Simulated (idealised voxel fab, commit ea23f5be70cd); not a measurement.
process module | voxel double patterning
cross-section cut | 190 nm wide | cells 5 nm
A cross-section is a grid of square cells, given in bands from the top down. A band is one or more rows of cells.
Each band's line starts with the height of the band's top and of its bottom, in nm. Then come its materials from left to right, each with its width in nm. One material with "throughout" fills the band from edge to edge. "air" is empty space.
Height 0 is the level under which the wafer as received is all one material. The lowest band goes on downwards, as in "0 down".
A width such as "30 to 40" changes by the same amount from each row of cells to the next, from the band's top row to its bottom row.
"no change" after a step means that no cell of the cross-section changed.
closed voids: empty space of 8 cells or more with no open way to the top, each as width x height at its distance from the left edge, in nm
after a step's settings: what the simulator itself notes on the step
overlay nm, on a step with a mask: how far to the right of its planned place the mask lay; to the left if negative
plan
1 op RECEIVE | material Si
2 op CONFORMAL_DEP | material SiO2 | thk nm 5
3 op DIRECTIONAL_DEP | material W | thk nm 15
4 op DIRECTIONAL_DEP | material SiN | thk nm 10
5 op MASKED_ETCH | tone open | mask id FIRST | width nm 15 | pitch nm 50 | etch materials SiN | depth nm 10 | overlay nm 0
6 op PATTERN | tone open | mask id SECOND | material resist | width nm 15 | thk nm 20 | overlay nm 0
7 op DIRECTIONAL_ETCH | etch materials SiN | depth nm 10
8 op STRIP | etch materials resist
9 op DIRECTIONAL_ETCH | etch materials W | depth nm 15
10 op STRIP | etch materials SiN
as received, after step 1
  0 down: Si throughout
  closed voids: none
first wafer at the end, as planned
  20 to 5: W 60 | air 15 | W 10 | air 15 | W 10 | air 15 | W 65
  5 to 0: SiO2 throughout
  0 down: Si throughout
  closed voids: none
second wafer at the end: like start, like plan, one mistake
  20 to 5: W 50 | air 15 | W 20 | air 30 | W 75
  5 to 0: SiO2 throughout
  0 down: Si throughout
  closed voids: none
what went wrong: step 5 ran as: op MASKED_ETCH | tone open | mask id FIRST | width nm 15 | pitch nm 50 | etch materials SiN | depth nm 10 | overlay nm -10
at the end the second wafer has, in cells: as many of each material as the first, in other places
